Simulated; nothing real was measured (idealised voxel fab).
process module | voxel ribs on slabs
cross-section cut | 280 nm wide | cells 5 nm
A cross-section is a grid of square cells, given in bands from the top down. A band is one or more rows of cells.
Each band's line starts with the height of the band's top and of its bottom, in nm. Then come its materials from left to right, each with its width in nm. One material with "throughout" fills the band from edge to edge. "air" is empty space.
Height 0 is the level under which the wafer as received is all one material. The lowest band goes on downwards, as in "0 down".
A width such as "30 to 40" changes by the same amount from each row of cells to the next, from the band's top row to its bottom row.
"no change" after a step means that no cell of the cross-section changed.
closed voids: empty space of 8 cells or more with no open way to the top, each as width x height at its distance from the left edge, in nm
after a step's settings: what the simulator itself notes on the step
overlay nm, on a step with a mask: how far to the right of its planned place the mask lay; to the left if negative
plan
1 op RECEIVE | material Si
2 op DIRECTIONAL_DEP | material SiO2 | thk nm 25
3 op DIRECTIONAL_DEP | material polySi | thk nm 25
4 op MASKED_ETCH | tone cover | mask id RIB | width nm 25 | etch materials polySi | depth nm 10 | overlay nm 0
5 op DIRECTIONAL_DEP | material aC | thk nm 15
6 op PATTERN | tone cover | mask id SLAB | material resist | width nm 55 | thk nm 35 | overlay nm 0
7 op DIRECTIONAL_ETCH | etch materials aC | depth nm 15
8 op STRIP | etch materials resist
9 op DIRECTIONAL_ETCH | etch materials polySi | depth nm 15
10 op STRIP | etch materials aC
11 op FILL_DEP | material SiO2 | thk nm 15
12 op CMP | height nm 60
13 op DIRECTIONAL_DEP | material TiN | thk nm 10
14 op MASKED_ETCH | tone cover | mask id HEATER | width nm 25 | etch materials TiN | depth nm 10 | overlay nm 0
15 op CONFORMAL_DEP | material SiN | thk nm 5
varied across the wafers: width nm of step 14. The plan shows the first wafer's value. All wafers start alike
first wafer as received, after step 1
  0 down: Si throughout
  closed voids: none
each wafer at the end: cells of each material gained (+) or lost (-) since it was received, then its closed voids
width nm 25 | +60 SiN | +629 SiO2 | +10 TiN | +43 polySi | closed voids: none
width nm 30 | +60 SiN | +629 SiO2 | +12 TiN | +43 polySi | closed voids: none
width nm 35 | +60 SiN | +629 SiO2 | +14 TiN | +43 polySi | closed voids: none
width nm 40 | +60 SiN | +629 SiO2 | +16 TiN | +43 polySi | closed voids: none
width nm 45 | +60 SiN | +629 SiO2 | +18 TiN | +43 polySi | closed voids: none
width nm 50 | +60 SiN | +629 SiO2 | +20 TiN | +43 polySi | closed voids: none
